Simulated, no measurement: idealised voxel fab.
process module | voxel trench capacitor
cross-section cut | 290 nm wide | cells 5 nm
A cross-section is a grid of square cells, given in bands from the top down. A band is one or more rows of cells.
Each band's line starts with the height of the band's top and of its bottom, in nm. Then come its materials from left to right, each with its width in nm. One material with "throughout" fills the band from edge to edge. "air" is empty space.
Height 0 is the level under which the wafer as received is all one material. The lowest band goes on downwards, as in "0 down".
A width such as "30 to 40" changes by the same amount from each row of cells to the next, from the band's top row to its bottom row.
"no change" after a step means that no cell of the cross-section changed.
closed voids: empty space of 8 cells or more with no open way to the top, each as width x height at its distance from the left edge, in nm
after a step's settings: what the simulator itself notes on the step
overlay nm, on a step with a mask: how far to the right of its planned place the mask lay; to the left if negative
plan
1 op RECEIVE | material Si
2 op CONFORMAL_DEP | material SiN | thk nm 5
3 op DIRECTIONAL_DEP | material aC | thk nm 10
4 op PATTERN | tone open | mask id TRENCH | material resist | width nm 25 | pitch nm 50 | thk nm 25 | overlay nm 0
5 op DIRECTIONAL_ETCH | etch materials aC | depth nm 10
6 op STRIP | etch materials resist
7 op DIRECTIONAL_ETCH | etch materials SiN | depth nm 5
8 op DIRECTIONAL_ETCH | etch materials Si | depth nm 30
9 op STRIP | etch materials aC
10 op CONFORMAL_DEP | material SiO2 | thk nm 5
11 op FILL_DEP | material polySi | thk nm 10
12 op CMP | height nm 5
as received, after step 1
  0 down: Si throughout
  closed voids: none
a wafer at the end: this start, this plan, one mistake
  5 to 0: SiN 60 | SiO2 5 | polySi 10 | SiO2 5 | SiN 30 | SiO2 5 | polySi 10 | SiO2 5 | SiN 30 | SiO2 5 | polySi 10 | SiO2 5 | SiN 30 | SiO2 5 | polySi 10 | SiO2 5 | SiN 60
  0 to -25: Si 60 | SiO2 5 | polySi 10 | SiO2 5 | Si 30 | SiO2 5 | polySi 10 | SiO2 5 | Si 30 | SiO2 5 | polySi 10 | SiO2 5 | Si 30 | SiO2 5 | polySi 10 | SiO2 5 | Si 60
  -25 to -30: Si 60 | SiO2 20 | Si 30 | SiO2 20 | Si 30 | SiO2 20 | Si 30 | SiO2 20 | Si 60
  -30 down: Si throughout
  closed voids: none
what went wrong: step 4 ran as: op PATTERN | tone open | mask id TRENCH | material resist | width nm 20 | pitch nm 50 | thk nm 25 | overlay nm 0
